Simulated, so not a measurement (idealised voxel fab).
voxel tone inversion: a process module
FYI the section here is cut, 160 nm wide, cells are 5 nm squares.
A cross-section is a grid of square cells, given in bands from the top down. A band is one or more rows of cells.
A band entry consists of two parts. The first gives the height of the band's top and the height of its bottom, in nm. The rest lists the band's materials from left to right, each with its width in nm. A single material labelled with the word "everywhere" fills the band from edge to edge, and the word "empty" marks empty space.
Heads up on the height convention: 0 is the point under which the incoming wafer is all one material, and the lowest band has no bottom, it just keeps going down, like "0..down".
Note: "30 to 40" means the width goes from the first number (top row of the band) to the second number (bottom row) in equal steps per row of cells.
You'll sometimes find "no change occurred" written for a step, and that's the way of saying that nowhere in the cross-section did a cell change during that step.
Listed in "Internal closed voids": every empty space of 8 or more cells without an open way to the top. Form: width x height at distance, the distance being from the left edge, all in nm.
Whatever follows a step's settings on its line is a remark the simulator itself makes about that step.
What "overlay nm" on a step's line means: if the step has a mask, that mask lay this far to the right of its planned place, or, when the value is negative, to the left.

### The following list gives the planned process steps
- 1: RECEIVE, material Si
- 2: CONFORMAL_DEP, material SiCN, thk nm 5
- 3: DIRECTIONAL_DEP, material aC, thk nm 15
- 4: PATTERN, tone cover, mask id POSTS, material resist, width nm 20, pitch nm 35, thk nm 25, overlay nm 0
- 5: DIRECTIONAL_ETCH, etch materials aC, depth nm 15
- 6: STRIP, etch materials resist
- 7: FILL_DEP, material SiO2, thk nm 10
- 8: CMP, height nm 20
- 9: STRIP, etch materials aC

### Incoming wafer, cross-sectional view, post step 1
* 0..down = Si everywhere
* Internal closed voids: none

### first wafer at the end, as planned
* 20..5 = SiO2 15 | empty 20 | SiO2 15 | empty 20 | SiO2 15 | empty 20 | SiO2 15 | empty 20 | SiO2 20
* 5..0 = SiCN everywhere
* 0..down = Si everywhere
* Internal closed voids: none

### Cross-section, wafer two of two, end of module: same start and plan as wafer one, one error in execution
* 20..5 = empty 15 | SiO2 20 | empty 15 | SiO2 20 | empty 15 | SiO2 20 | empty 15 | SiO2 20 | empty 20
* 5..0 = SiCN everywhere
* 0..down = Si everywhere
* Internal closed voids: none
What broke from the plan during processing? step 4 was not run as planned; what actually ran was PATTERN, tone open, mask id POSTS, material resist, width nm 20, pitch nm 35, thk nm 25, overlay nm 0
The two final wafers agree on how many cells each material fills and disagree on which cells those are.
